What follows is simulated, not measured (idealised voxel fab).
process module | voxel tone inversion
cross-section cut | 190 nm wide | cells 5 nm
A cross-section is a grid of square cells, given in bands from the top down. A band is one or more rows of cells.
Each band's line starts with the height of the band's top and of its bottom, in nm. Then come its materials from left to right, each with its width in nm. One material with "throughout" fills the band from edge to edge. "air" is empty space.
Height 0 is the level under which the wafer as received is all one material. The lowest band goes on downwards, as in "0 down".
A width such as "30 to 40" changes by the same amount from each row of cells to the next, from the band's top row to its bottom row.
"no change" after a step means that no cell of the cross-section changed.
closed voids: empty space of 8 cells or more with no open way to the top, each as width x height at its distance from the left edge, in nm
after a step's settings: what the simulator itself notes on the step
overlay nm, on a step with a mask: how far to the right of its planned place the mask lay; to the left if negative
plan
1 op RECEIVE | material Si
2 op CONFORMAL_DEP | material SiN | thk nm 10
3 op DIRECTIONAL_DEP | material polySi | thk nm 25
4 op PATTERN | tone cover | mask id POSTS | material resist | width nm 15 | pitch nm 30 | thk nm 30 | overlay nm 0
5 op DIRECTIONAL_ETCH | etch materials polySi | depth nm 25
6 op STRIP | etch materials resist
7 op FILL_DEP | material SiO2 | thk nm 10
8 op CMP | height nm 35
9 op STRIP | etch materials polySi
10 op CONFORMAL_DEP | material TiN | thk nm 5
11 op FILL_DEP | material W | thk nm 5
12 op CMP | height nm 35
13 op CONFORMAL_DEP | material SiN | thk nm 5
first wafer, as planned
as received, after step 1
  0 down: Si throughout
  closed voids: none
after step 2
  10 to 0: SiN throughout
  below 0: unchanged
after step 3
  35 to 10: polySi throughout
  below 10: unchanged
after step 4
  65 to 35: air 55 | resist 15 | air 15 | resist 15 | air 15 | resist 15 | air 60
  below 35: unchanged
after step 5
  65 to 35: air 55 | resist 15 | air 15 | resist 15 | air 15 | resist 15 | air 60
  35 to 10: air 55 | polySi 15 | air 15 | polySi 15 | air 15 | polySi 15 | air 60
  below 10: unchanged
after step 6
  35 to 10: air 55 | polySi 15 | air 15 | polySi 15 | air 15 | polySi 15 | air 60
  below 10: unchanged
after step 7
  45 to 35: SiO2 throughout
  35 to 10: SiO2 55 | polySi 15 | SiO2 15 | polySi 15 | SiO2 15 | polySi 15 | SiO2 60
  below 10: unchanged
after step 8
  35 to 10: SiO2 55 | polySi 15 | SiO2 15 | polySi 15 | SiO2 15 | polySi 15 | SiO2 60
  below 10: unchanged
after step 9
  35 to 10: SiO2 55 | air 15 | SiO2 15 | air 15 | SiO2 15 | air 15 | SiO2 60
  below 10: unchanged
after step 10
  40 to 35: TiN 60 | air 5 | TiN 25 | air 5 | TiN 25 | air 5 | TiN 65
  35 to 15: SiO2 55 | TiN 5 | air 5 | TiN 5 | SiO2 15 | TiN 5 | air 5 | TiN 5 | SiO2 15 | TiN 5 | air 5 | TiN 5 | SiO2 60
  15 to 10: SiO2 55 | TiN 15 | SiO2 15 | TiN 15 | SiO2 15 | TiN 15 | SiO2 60
  below 10: unchanged
after step 11
  45 to 40: W throughout
  40 to 35: TiN 60 | W 5 | TiN 25 | W 5 | TiN 25 | W 5 | TiN 65
  35 to 15: SiO2 55 | TiN 5 | W 5 | TiN 5 | SiO2 15 | TiN 5 | W 5 | TiN 5 | SiO2 15 | TiN 5 | W 5 | TiN 5 | SiO2 60
  below 15: unchanged
after step 12
  35 to 15: SiO2 55 | TiN 5 | W 5 | TiN 5 | SiO2 15 | TiN 5 | W 5 | TiN 5 | SiO2 15 | TiN 5 | W 5 | TiN 5 | SiO2 60
  below 15: unchanged
after step 13
  40 to 35: SiN throughout
  below 35: unchanged
second wafer: like start, like plan, one mistake. Through step 3 it matches the first wafer
when step 4 should have ended
  65 to 35: resist 55 | air 15 | resist 15 | air 15 | resist 15 | air 15 | resist 60
  below 35: unchanged
when step 5 should have ended
  65 to 35: resist 55 | air 15 | resist 15 | air 15 | resist 15 | air 15 | resist 60
  35 to 10: polySi 55 | air 15 | polySi 15 | air 15 | polySi 15 | air 15 | polySi 60
  below 10: unchanged
when step 6 should have ended
  35 to 10: polySi 55 | air 15 | polySi 15 | air 15 | polySi 15 | air 15 | polySi 60
  below 10: unchanged
when step 7 should have ended
  45 to 35: SiO2 throughout
  35 to 10: polySi 55 | SiO2 15 | polySi 15 | SiO2 15 | polySi 15 | SiO2 15 | polySi 60
  below 10: unchanged
when step 8 should have ended
  35 to 10: polySi 55 | SiO2 15 | polySi 15 | SiO2 15 | polySi 15 | SiO2 15 | polySi 60
  below 10: unchanged
when step 9 should have ended
  35 to 10: air 55 | SiO2 15 | air 15 | SiO2 15 | air 15 | SiO2 15 | air 60
  below 10: unchanged
when step 10 should have ended
  40 to 35: air 50 | TiN 25 | air 5 | TiN 25 | air 5 | TiN 25 | air 55
  35 to 15: air 50 | TiN 5 | SiO2 15 | TiN 5 | air 5 | TiN 5 | SiO2 15 | TiN 5 | air 5 | TiN 5 | SiO2 15 | TiN 5 | air 55
  15 to 10: TiN 55 | SiO2 15 | TiN 15 | SiO2 15 | TiN 15 | SiO2 15 | TiN 60
  below 10: unchanged
when step 11 should have ended
  45 to 40: W throughout
  40 to 35: W 50 | TiN 25 | W 5 | TiN 25 | W 5 | TiN 25 | W 55
  35 to 15: W 50 | TiN 5 | SiO2 15 | TiN 5 | W 5 | TiN 5 | SiO2 15 | TiN 5 | W 5 | TiN 5 | SiO2 15 | TiN 5 | W 55
  below 15: unchanged
when step 12 should have ended
  35 to 15: W 50 | TiN 5 | SiO2 15 | TiN 5 | W 5 | TiN 5 | SiO2 15 | TiN 5 | W 5 | TiN 5 | SiO2 15 | TiN 5 | W 55
  below 15: unchanged
when step 13 should have ended
  40 to 35: SiN throughout
  below 35: unchanged
what went wrong: step 4 ran as: op PATTERN | tone open | mask id POSTS | material resist | width nm 15 | pitch nm 30 | thk nm 30 | overlay nm 0
at the end the second wafer has, in cells: 100 fewer of SiO2 | 20 more of TiN | 80 more of W
